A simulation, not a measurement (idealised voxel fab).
process module | voxel fin reveal
cross-section cut | 245 nm wide | cells 5 nm
Each cross-section below is a grid of square cells, stated as bands in top-down order, with one or more rows of cells making up each band.
For a band, the entry starts with two heights in nm, that of the top and then that of the bottom, and carries on with the band's materials in order from left to right, each alongside its width in nm; the word "all across" beside a single material means it fills the band edge to edge, and "empty" means empty space.
Heights are expressed relative to 0, this being the level below which the as-received wafer comprises one material exclusively. The lowest band is unbounded in the downward direction and is denoted as in "z 0 and below".
The expression "30..40" gives the width at the extremes of the band, the first number at its top row of cells and the second at its bottom row, with the width changing by equal amounts from each row to the next in between.
No cell of the cross-section changed in a step that is given as "nothing got changed".
Basically, "Enclosed void entries" tells you about the enclosed voids: empty spaces with no open way to the top, 8 cells or bigger, each written width x height at distance, where distance is from the left edge, all in nm.
Note: text after step settings on the step line = simulator remark on that step.
"overlay nm", when on a step's line for a step with a mask, measures how far to the right of its planned place the mask lay; a negative measure means to the left.

### These are the steps we planned for the process
- 1: op RECEIVE | material Si
- 2: op CONFORMAL_DEP | material SiN | thk nm 5
- 3: op PATTERN | tone cover | mask id FINS | material resist | width nm 15 | pitch nm 35 | thk nm 20 | overlay nm 0
- 4: op DIRECTIONAL_ETCH | etch materials SiN | depth nm 5
- 5: op DIRECTIONAL_ETCH | etch materials Si | depth nm 40
- 6: op STRIP | etch materials resist
- 7: op OXIDIZE | depth nm 5
- 8: op FILL_DEP | material SiO2 | thk nm 15
- 9: op CMP | height nm 5
- 10: op SELECTIVE_ETCH | etch materials SiO2 | depth nm 20
- 11: op STRIP | etch materials SiN

### Wafer, first of two, run as planned

### as received, after step 1
  z 0 and below  Si all across
  Enclosed void entries: none

### Take a look at the wafer's cross-section after step 2
  z 5 to 0  SiN all across
  No changes below 0.

### Take a look at the wafer's cross-section after step 3
  z 25 to 5  empty (80); resist (15); empty (20); resist (15); empty (20); resist (15); empty (80)
  No changes below 5.

### Take a look at the wafer's cross-section after step 4
  z 25 to 5  empty (80); resist (15); empty (20); resist (15); empty (20); resist (15); empty (80)
  z 5 to 0  empty (80); SiN (15); empty (20); SiN (15); empty (20); SiN (15); empty (80)
  No changes below 0.

### Take a look at the wafer's cross-section after step 5
  z 25 to 5  empty (80); resist (15); empty (20); resist (15); empty (20); resist (15); empty (80)
  z 5 to 0  empty (80); SiN (15); empty (20); SiN (15); empty (20); SiN (15); empty (80)
  z 0 to -40  empty (80); Si (15); empty (20); Si (15); empty (20); Si (15); empty (80)
  No changes below -40.

### Take a look at the wafer's cross-section after step 6
  z 5 to 0  empty (80); SiN (15); empty (20); SiN (15); empty (20); SiN (15); empty (80)
  No changes below 0.

### Take a look at the wafer's cross-section after step 7
  z 5 to 0  empty (80); SiN (15); empty (20); SiN (15); empty (20); SiN (15); empty (80)
  z 0 to -40  empty (80); SiO2 (5); Si (5); SiO2 (5); empty (20); SiO2 (5); Si (5); SiO2 (5); empty (20); SiO2 (5); Si (5); SiO2 (5); empty (80)
  z -40 to -45  SiO2 (85); Si (5); SiO2 (30); Si (5); SiO2 (30); Si (5); SiO2 (85)
  No changes below -45.

### Take a look at the wafer's cross-section after step 8
  z 20 to 5  SiO2 all across
  z 5 to 0  SiO2 (80); SiN (15); SiO2 (20); SiN (15); SiO2 (20); SiN (15); SiO2 (80)
  z 0 to -45  SiO2 (85); Si (5); SiO2 (30); Si (5); SiO2 (30); Si (5); SiO2 (85)
  No changes below -45.

### Take a look at the wafer's cross-section after step 9
  z 5 to 0  SiO2 (80); SiN (15); SiO2 (20); SiN (15); SiO2 (20); SiN (15); SiO2 (80)
  No changes below 0.

### Take a look at the wafer's cross-section after step 10
  z 5 to 0  empty (80); SiN (15); empty (20); SiN (15); empty (20); SiN (15); empty (80)
  z 0 to -15  empty (85); Si (5); empty (30); Si (5); empty (30); Si (5); empty (85)
  No changes below -15.

### Take a look at the wafer's cross-section after step 11
  z 0 to -15  empty (85); Si (5); empty (30); Si (5); empty (30); Si (5); empty (85)
  No changes below -15.

### Wafer two. Identical start, identical plan. One mistake in execution. Identical history through step 4

### Cross-section of the second wafer at the time by which step 5 should have been completed according to the plan
  z 25 to 5  empty (80); resist (15); empty (20); resist (15); empty (20); resist (15); empty (80)
  z 5 to 0  empty (80); SiN (15); empty (20); SiN (15); empty (20); SiN (15); empty (80)
  z 0 to -35  empty (80); Si (15); empty (20); Si (15); empty (20); Si (15); empty (80)
  No changes below -35.

### Cross-section of the second wafer at the time by which step 6 should have been completed according to the plan
  z 5 to 0  empty (80); SiN (15); empty (20); SiN (15); empty (20); SiN (15); empty (80)
  No changes below 0.

### Cross-section of the second wafer at the time by which step 7 should have been completed according to the plan
  z 5 to 0  empty (80); SiN (15); empty (20); SiN (15); empty (20); SiN (15); empty (80)
  z 0 to -35  empty (80); SiO2 (5); Si (5); SiO2 (5); empty (20); SiO2 (5); Si (5); SiO2 (5); empty (20); SiO2 (5); Si (5); SiO2 (5); empty (80)
  z -35 to -40  SiO2 (85); Si (5); SiO2 (30); Si (5); SiO2 (30); Si (5); SiO2 (85)
  No changes below -40.

### Cross-section of the second wafer at the time by which step 8 should have been completed according to the plan
  z 20 to 5  SiO2 all across
  z 5 to 0  SiO2 (80); SiN (15); SiO2 (20); SiN (15); SiO2 (20); SiN (15); SiO2 (80)
  z 0 to -40  SiO2 (85); Si (5); SiO2 (30); Si (5); SiO2 (30); Si (5); SiO2 (85)
  No changes below -40.

### Cross-section of the second wafer at the time by which step 9 should have been completed according to the plan
  z 5 to 0  SiO2 (80); SiN (15); SiO2 (20); SiN (15); SiO2 (20); SiN (15); SiO2 (80)
  No changes below 0.

### Cross-section of the second wafer at the time by which step 10 should have been completed according to the plan
  z 5 to 0  empty (80); SiN (15); empty (20); SiN (15); empty (20); SiN (15); empty (80)
  z 0 to -15  empty (85); Si (5); empty (30); Si (5); empty (30); Si (5); empty (85)
  No changes below -15.

### Cross-section of the second wafer at the time by which step 11 should have been completed according to the plan
  z 0 to -15  empty (85); Si (5); empty (30); Si (5); empty (30); Si (5); empty (85)
  No changes below -15.
In executing the process, a mistake was made relative to the plan: the process deviated at step 5: the operation and settings actually run there were op DIRECTIONAL_ETCH | etch materials Si | depth nm 35
FYI, end of process, the second wafer has more or fewer cells of some materials than the first: Si: 46 more | SiO2: 46 fewer
